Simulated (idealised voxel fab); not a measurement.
You're looking at the process module voxel self aligned contacts.
Each square cell in cross-section cut measures 5 nm, and the section as a whole is 200 nm wide.
When this document writes out a cross-section, it uses a grid of square cells and lists it as bands, beginning at the top and moving down, with a band standing for one or more rows of cells.
This entry defines a band. It first specifies the height of the band's top and the height of its bottom in nm, and then specifies the band's materials from left to right, stating each material with its width in nm. The word "throughout" identifies a single material that fills the band from edge to edge, while the word "blank" identifies empty space.
Heights are reckoned from 0. Under this level, the received wafer is all of one material. The bottommost band is open-ended downward, for example "z 0 and below".
The two numbers in a width such as "30 to 40" mark its ends across the band: the first belongs to the top row of cells, the second to the bottom row, and from each row to the next the width moves by the same amount.
Reading "no change occurred" for a step: not a cell of the cross-section changed in it.
Look at "Sealed void listing" for the closed voids: empty spaces with no open path to the top, sized 8 cells or up. Each is width x height at distance, distance from the left edge, all nm.
That trailing text on a step's line, after the settings, is the simulator's own remark on the step.
overlay nm: mask offset rightward from planned place, masked step; negative means leftward offset.

plan
1. RECEIVE | material Si
2. CONFORMAL_DEP | material SiO2 | thk nm 5
3. DIRECTIONAL_DEP | material polySi | thk nm 25
4. DIRECTIONAL_DEP | material SiN | thk nm 20
5. DIRECTIONAL_DEP | material aC | thk nm 15
6. PATTERN | tone cover | mask id GATE | material resist | width nm 35 | pitch nm 70 | thk nm 35 | overlay nm 0
7. DIRECTIONAL_ETCH | etch materials aC | depth nm 15
8. STRIP | etch materials resist
9. DIRECTIONAL_ETCH | etch materials SiN | depth nm 20
10. DIRECTIONAL_ETCH | etch materials polySi | depth nm 25
11. STRIP | etch materials aC
12. CONFORMAL_DEP | material SiN | thk nm 10
13. DIRECTIONAL_ETCH | etch materials SiN | depth nm 10
14. FILL_DEP | material SiO2 | thk nm 10
15. CMP | height nm 55
16. PATTERN | tone open | mask id CONTACT | material resist | width nm 55 | thk nm 15 | overlay nm 0
17. DIRECTIONAL_ETCH | etch materials SiO2 | depth nm 55
18. STRIP | etch materials resist
19. CONFORMAL_DEP | material TiN | thk nm 5
20. FILL_DEP | material W | thk nm 5
21. CMP | height nm 55
22. CONFORMAL_DEP | material SiN | thk nm 5

Step 1 complete: cross-section of the wafer as received
z 0 and below | Si throughout
Sealed void listing: none

first wafer at the end, as planned
z 60 to 55 | SiN throughout
z 55 to 50 | 70 of SiO2  25 of TiN  5 of W  25 of TiN  75 of SiO2
z 50 to 30 | 35 of SiO2  55 of SiN  5 of TiN  5 of W  5 of TiN  55 of SiN  40 of SiO2
z 30 to 5 | 35 of SiO2  10 of SiN  35 of polySi  10 of SiN  5 of TiN  5 of W  5 of TiN  10 of SiN  35 of polySi  10 of SiN  40 of SiO2
z 5 to 0 | 90 of SiO2  15 of TiN  95 of SiO2
z 0 and below | Si throughout
Sealed void listing: none

Cross-sectional view of the second of two wafers upon completion of the module. This wafer shared its starting condition and process plan with the first; one error was made during its execution
z 60 to 55 | SiN throughout
z 55 to 50 | 75 of SiO2  20 of TiN  5 of W  30 of TiN  70 of SiO2
z 50 to 30 | 35 of SiO2  55 of SiN  5 of TiN  5 of W  5 of TiN  55 of SiN  40 of SiO2
z 30 to 5 | 35 of SiO2  10 of SiN  35 of polySi  10 of SiN  5 of TiN  5 of W  5 of TiN  10 of SiN  35 of polySi  10 of SiN  40 of SiO2
z 5 to 0 | 90 of SiO2  15 of TiN  95 of SiO2
z 0 and below | Si throughout
Sealed void listing: none
Heads up, the wafer didn't run the way we planned it: for step 16, the planned setting was not used; the step was instead run as PATTERN | tone open | mask id CONTACT | material resist | width nm 55 | thk nm 15 | overlay nm 5
Final wafers compared: equal cell tally per material, rearranged layout.
